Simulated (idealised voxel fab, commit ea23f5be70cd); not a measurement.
process module | voxel lift off
cross-section cut | 185 nm wide | cells 5 nm
A cross-section is a grid of square cells, given in bands from the top down. A band is one or more rows of cells.
Each band's line starts with the height of the band's top and of its bottom, in nm. Then come its materials from left to right, each with its width in nm. One material with "throughout" fills the band from edge to edge. "air" is empty space.
Height 0 is the level under which the wafer as received is all one material. The lowest band goes on downwards, as in "0 down".
A width such as "30 to 40" changes by the same amount from each row of cells to the next, from the band's top row to its bottom row.
"no change" after a step means that no cell of the cross-section changed.
closed voids: empty space of 8 cells or more with no open way to the top, each as width x height at its distance from the left edge, in nm
after a step's settings: what the simulator itself notes on the step
overlay nm, on a step with a mask: how far to the right of its planned place the mask lay; to the left if negative
plan
1 op RECEIVE | material Si
2 op CONFORMAL_DEP | material SiO2 | thk nm 15
3 op PATTERN | tone open | mask id LINES | material resist | width nm 25 | pitch nm 55 | thk nm 25 | overlay nm 0
4 op DIRECTIONAL_DEP | material Ru | thk nm 10
5 op STRIP | etch materials resist
6 op CONFORMAL_DEP | material SiO2 | thk nm 10
as received, after step 1
  0 down: Si throughout
  closed voids: none
a wafer at the end: this start, this plan, one mistake
  35 to 25: SiO2 60 | air 5 | SiO2 50 | air 5 | SiO2 65
  25 to 15: Ru 50 | SiO2 25 | Ru 30 | SiO2 25 | Ru 55
  15 to 0: SiO2 throughout
  0 down: Si throughout
  closed voids: none
what went wrong: step 3 ran as: op PATTERN | tone cover | mask id LINES | material resist | width nm 25 | pitch nm 55 | thk nm 25 | overlay nm 0
